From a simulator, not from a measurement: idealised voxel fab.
Process module name: voxel fin reveal
Square cells of 5 nm make up the cross-section cut, whose width is 190 nm.
A cross-section is written here as square cells arranged in a grid, and it is given in bands from the top down, each band taking up one or more rows of cells. This entry defines a band. It first specifies the height of the band's top and the height of its bottom in nm, and then specifies the band's materials from left to right, stating each material with its width in nm. The word "edge to edge" identifies a single material that fills the band from edge to edge, while the word "blank" identifies empty space. Heads up on the height convention: 0 is the point under which the incoming wafer is all one material, and the lowest band has no bottom, it just keeps going down, like "from 0 down". When a width is written as two numbers, as in "30..40", the first number is the width in the top row of cells of the band and the second is the width in its bottom row, and the width changes by the same amount from each row to the next. "nothing was modified" -> step changed no cross-section cell. The entry titled "Closed void entries" provides the empty spaces that have no open way to the top, restricted to those of 8 cells or more. Each is presented as width x height at distance, the distance being measured from the left edge, with all three in nm. Step line, after settings: the simulator's comment on this step. You can add "overlay nm" to a step's line. For a step with a mask, it describes how far the mask lay to the right of its planned position, and a negative number describes a lay to the left.

Set out below are the planned steps of the process
1. RECEIVE (material Si)
2. CONFORMAL_DEP (material SiN; thk nm 5)
3. PATTERN (tone cover; mask id FINS; material resist; width nm 15; pitch nm 45; thk nm 20; overlay nm 0)
4. DIRECTIONAL_ETCH (etch materials SiN; depth nm 5)
5. DIRECTIONAL_ETCH (etch materials Si; depth nm 35)
6. STRIP (etch materials resist)
7. OXIDIZE (depth nm 5)
8. FILL_DEP (material SiO2; thk nm 5)
9. CMP (height nm 5)
10. SELECTIVE_ETCH (etch materials SiO2; depth nm 15)
11. STRIP (etch materials SiN)
12. CONFORMAL_DEP (material SiO2; thk nm 5)

As received (post step 1): cross-section
  from 0 down | Si edge to edge
  Closed void entries: none

Wafer cross-section at module end: first of two, run to plan
  from 5 to 0 | 20 blank, then 15 SiO2, then 30 blank, then 15 SiO2, then 30 blank, then 15 SiO2, then 30 blank, then 15 SiO2, then 20 blank
  from 0 to -5 | 20 blank, then 5 SiO2, then 5 Si, then 5 SiO2, then 30 blank, then 5 SiO2, then 5 Si, then 5 SiO2, then 30 blank, then 5 SiO2, then 5 Si, then 5 SiO2, then 30 blank, then 5 SiO2, then 5 Si, then 5 SiO2, then 20 blank
  from -5 to -40 | 25 SiO2, then 5 Si, then 40 SiO2, then 5 Si, then 40 SiO2, then 5 Si, then 40 SiO2, then 5 Si, then 25 SiO2
  from -40 down | Si edge to edge
  Closed void entries: none

Cross-section of the latter of the two wafers at module completion. It had an identical start and an identical plan to the former; in running it, one mistake was made
  from 5 to 0 | 20 SiO2, then 15 blank, then 30 SiO2, then 15 blank, then 30 SiO2, then 15 blank, then 30 SiO2, then 15 blank, then 20 SiO2
  from 0 to -5 | 15 Si, then 5 SiO2, then 15 blank, then 5 SiO2, then 20 Si, then 5 SiO2, then 15 blank, then 5 SiO2, then 20 Si, then 5 SiO2, then 15 blank, then 5 SiO2, then 20 Si, then 5 SiO2, then 15 blank, then 5 SiO2, then 15 Si
  from -5 to -40 | 15 Si, then 25 SiO2, then 20 Si, then 25 SiO2, then 20 Si, then 25 SiO2, then 20 Si, then 25 SiO2, then 15 Si
  from -40 down | Si edge to edge
  Closed void entries: none
What broke from the plan during processing? not per plan at step 3, really ran PATTERN (tone open; mask id FINS; material resist; width nm 15; pitch nm 45; thk nm 20; overlay nm 0)
Final wafer comparison in cells, second versus first, more or fewer per material: Si: 112 more, SiO2: 84 fewer
